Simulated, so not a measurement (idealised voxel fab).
Herein follows the process module entitled voxel gate over fins.
The figure presents cross-section cut, which has a width of 230 nm and is divided into square cells with an edge length of 5 nm.
When this document writes out a cross-section, it uses a grid of square cells and lists it as bands, beginning at the top and moving down, with a band standing for one or more rows of cells. Band: top height; bottom height; in nm. Then, left to right: material with width in nm, for each material. "full width": a single material spanning edge to edge. "empty": empty space. Height datum 0, below which the as-received substrate wafer is one material. Lowest band open at the bottom, running downward: "0 nm and below". Width: "30->40" (first number = top row, second number = bottom row, same change from row to row of cells). What does "no change occurred" mean for a step? It means no cell of the cross-section changed in that step. Reported under the label "Enclosed cavities" are the empty spaces having no open way to the top and comprising 8 cells or more; the notation for each is width x height at distance, in which the distance is measured from the left edge and all three values are in nm. Post-settings text on a step line: simulator's own remark regarding the step. overlay nm: mask offset rightward from planned place, masked step; negative means leftward offset.

The following list gives the planned process steps:
1) RECEIVE | material Si
2) CONFORMAL_DEP | material SiN | thk nm 5
3) MASKED_ETCH | tone cover | mask id FINS | width nm 15 | pitch nm 35 | etch materials SiN | depth nm 5 | overlay nm 0
4) MASKED_ETCH | tone cover | mask id FINS | width nm 15 | pitch nm 35 | etch materials Si | depth nm 40 | overlay nm 0
5) OXIDIZE | depth nm 5
6) FILL_DEP | material SiO2 | thk nm 10
7) CMP | height nm 5
8) SELECTIVE_ETCH | etch materials SiO2 | depth nm 20
9) STRIP | etch materials SiN
10) CONFORMAL_DEP | material HfO2 | thk nm 5
11) CONFORMAL_DEP | material TiN | thk nm 5
12) FILL_DEP | material W | thk nm 15
13) CMP | height nm 20
14) CONFORMAL_DEP | material SiCN | thk nm 5

The first of two wafers, run as planned:

Cross-section of the wafer upon arrival, representing the state reached after step 1:
	0 nm and below: Si full width
	Enclosed cavities: none

After step 2, in cross-section:
	5 nm to 0 nm: SiN full width
	Beneath the level 0, the cross-section is identical to its previous state.

After step 3, in cross-section:
	5 nm to 0 nm: empty=70, SiN=15, empty=20, SiN=15, empty=20, SiN=15, empty=75
	Beneath the level 0, the cross-section is identical to its previous state.

After step 4, in cross-section:
	5 nm to 0 nm: empty=70, SiN=15, empty=20, SiN=15, empty=20, SiN=15, empty=75
	0 nm to -40 nm: empty=70, Si=15, empty=20, Si=15, empty=20, Si=15, empty=75
	Beneath the level -40, the cross-section is identical to its previous state.

After step 5, in cross-section:
	5 nm to 0 nm: empty=70, SiN=15, empty=20, SiN=15, empty=20, SiN=15, empty=75
	0 nm to -40 nm: empty=70, SiO2=5, Si=5, SiO2=5, empty=20, SiO2=5, Si=5, SiO2=5, empty=20, SiO2=5, Si=5, SiO2=5, empty=75
	-40 nm to -45 nm: SiO2=75, Si=5, SiO2=30, Si=5, SiO2=30, Si=5, SiO2=80
	Beneath the level -45, the cross-section is identical to its previous state.

After step 6, in cross-section:
	15 nm to 5 nm: SiO2 full width
	5 nm to 0 nm: SiO2=70, SiN=15, SiO2=20, SiN=15, SiO2=20, SiN=15, SiO2=75
	0 nm to -45 nm: SiO2=75, Si=5, SiO2=30, Si=5, SiO2=30, Si=5, SiO2=80
	Beneath the level -45, the cross-section is identical to its previous state.

After step 7, in cross-section:
	5 nm to 0 nm: SiO2=70, SiN=15, SiO2=20, SiN=15, SiO2=20, SiN=15, SiO2=75
	Beneath the level 0, the cross-section is identical to its previous state.

After step 8, in cross-section:
	5 nm to 0 nm: empty=70, SiN=15, empty=20, SiN=15, empty=20, SiN=15, empty=75
	0 nm to -15 nm: empty=75, Si=5, empty=30, Si=5, empty=30, Si=5, empty=80
	Beneath the level -15, the cross-section is identical to its previous state.

After step 9, in cross-section:
	0 nm to -15 nm: empty=75, Si=5, empty=30, Si=5, empty=30, Si=5, empty=80
	Beneath the level -15, the cross-section is identical to its previous state.

After step 10, in cross-section:
	5 nm to 0 nm: empty=70, HfO2=15, empty=20, HfO2=15, empty=20, HfO2=15, empty=75
	0 nm to -10 nm: empty=70, HfO2=5, Si=5, HfO2=5, empty=20, HfO2=5, Si=5, HfO2=5, empty=20, HfO2=5, Si=5, HfO2=5, empty=75
	-10 nm to -15 nm: HfO2=75, Si=5, HfO2=30, Si=5, HfO2=30, Si=5, HfO2=80
	Beneath the level -15, the cross-section is identical to its previous state.

After step 11, in cross-section:
	10 nm to 5 nm: empty=65, TiN=25, empty=10, TiN=25, empty=10, TiN=25, empty=70
	5 nm to 0 nm: empty=65, TiN=5, HfO2=15, TiN=5, empty=10, TiN=5, HfO2=15, TiN=5, empty=10, TiN=5, HfO2=15, TiN=5, empty=70
	0 nm to -5 nm: empty=65, TiN=5, HfO2=5, Si=5, HfO2=5, TiN=5, empty=10, TiN=5, HfO2=5, Si=5, HfO2=5, TiN=5, empty=10, TiN=5, HfO2=5, Si=5, HfO2=5, TiN=5, empty=70
	-5 nm to -10 nm: TiN=70, HfO2=5, Si=5, HfO2=5, TiN=20, HfO2=5, Si=5, HfO2=5, TiN=20, HfO2=5, Si=5, HfO2=5, TiN=75
	Beneath the level -10, the cross-section is identical to its previous state.

After step 12, in cross-section:
	25 nm to 10 nm: W full width
	10 nm to 5 nm: W=65, TiN=25, W=10, TiN=25, W=10, TiN=25, W=70
	5 nm to 0 nm: W=65, TiN=5, HfO2=15, TiN=5, W=10, TiN=5, HfO2=15, TiN=5, W=10, TiN=5, HfO2=15, TiN=5, W=70
	0 nm to -5 nm: W=65, TiN=5, HfO2=5, Si=5, HfO2=5, TiN=5, W=10, TiN=5, HfO2=5, Si=5, HfO2=5, TiN=5, W=10, TiN=5, HfO2=5, Si=5, HfO2=5, TiN=5, W=70
	Beneath the level -5, the cross-section is identical to its previous state.

After step 13, in cross-section:
	20 nm to 10 nm: W full width
	Beneath the level 10, the cross-section is identical to its previous state.

After step 14, in cross-section:
	25 nm to 20 nm: SiCN full width
	Beneath the level 20, the cross-section is identical to its previous state.

Notes, second wafer: start = first wafer's, plan = first wafer's, execution had one mistake; history identical to first through step 5:

Cross-sectional representation of the second wafer at the time designated in the plan for the completion of step 6:
	15 nm to 5 nm: SiCN full width
	5 nm to 0 nm: SiCN=70, SiN=15, SiCN=20, SiN=15, SiCN=20, SiN=15, SiCN=75
	0 nm to -40 nm: SiCN=70, SiO2=5, Si=5, SiO2=5, SiCN=20, SiO2=5, Si=5, SiO2=5, SiCN=20, SiO2=5, Si=5, SiO2=5, SiCN=75
	Beneath the level -40, the cross-section is identical to its previous state.

Cross-sectional representation of the second wafer at the time designated in the plan for the completion of step 7:
	5 nm to 0 nm: SiCN=70, SiN=15, SiCN=20, SiN=15, SiCN=20, SiN=15, SiCN=75
	Beneath the level 0, the cross-section is identical to its previous state.

Cross-sectional representation of the second wafer at the time designated in the plan for the completion of step 8: no change occurred

Cross-sectional representation of the second wafer at the time designated in the plan for the completion of step 9:
	5 nm to 0 nm: SiCN=70, empty=15, SiCN=20, empty=15, SiCN=20, empty=15, SiCN=75
	Beneath the level 0, the cross-section is identical to its previous state.

Cross-sectional representation of the second wafer at the time designated in the plan for the completion of step 10:
	10 nm to 5 nm: HfO2=75, empty=5, HfO2=30, empty=5, HfO2=30, empty=5, HfO2=80
	5 nm to 0 nm: SiCN=70, HfO2=15, SiCN=20, HfO2=15, SiCN=20, HfO2=15, SiCN=75
	Beneath the level 0, the cross-section is identical to its previous state.

Cross-sectional representation of the second wafer at the time designated in the plan for the completion of step 11:
	15 nm to 10 nm: TiN full width
	10 nm to 5 nm: HfO2=75, TiN=5, HfO2=30, TiN=5, HfO2=30, TiN=5, HfO2=80
	Beneath the level 5, the cross-section is identical to its previous state.

Cross-sectional representation of the second wafer at the time designated in the plan for the completion of step 12:
	30 nm to 15 nm: W full width
	Beneath the level 15, the cross-section is identical to its previous state.

Cross-sectional representation of the second wafer at the time designated in the plan for the completion of step 13:
	20 nm to 15 nm: W full width
	Beneath the level 15, the cross-section is identical to its previous state.

Cross-sectional representation of the second wafer at the time designated in the plan for the completion of step 14:
	25 nm to 20 nm: SiCN full width
	Beneath the level 20, the cross-section is identical to its previous state.
Want to know what went wrong? step 6 was run on a setting that differed from the plan, and what really ran there is FILL_DEP | material SiCN | thk nm 10
Cell-count delta at end, second wafer over first, by material: 12 fewer of HfO2 | 333 more of SiCN | 167 fewer of SiO2 | 15 fewer of TiN | 139 fewer of W
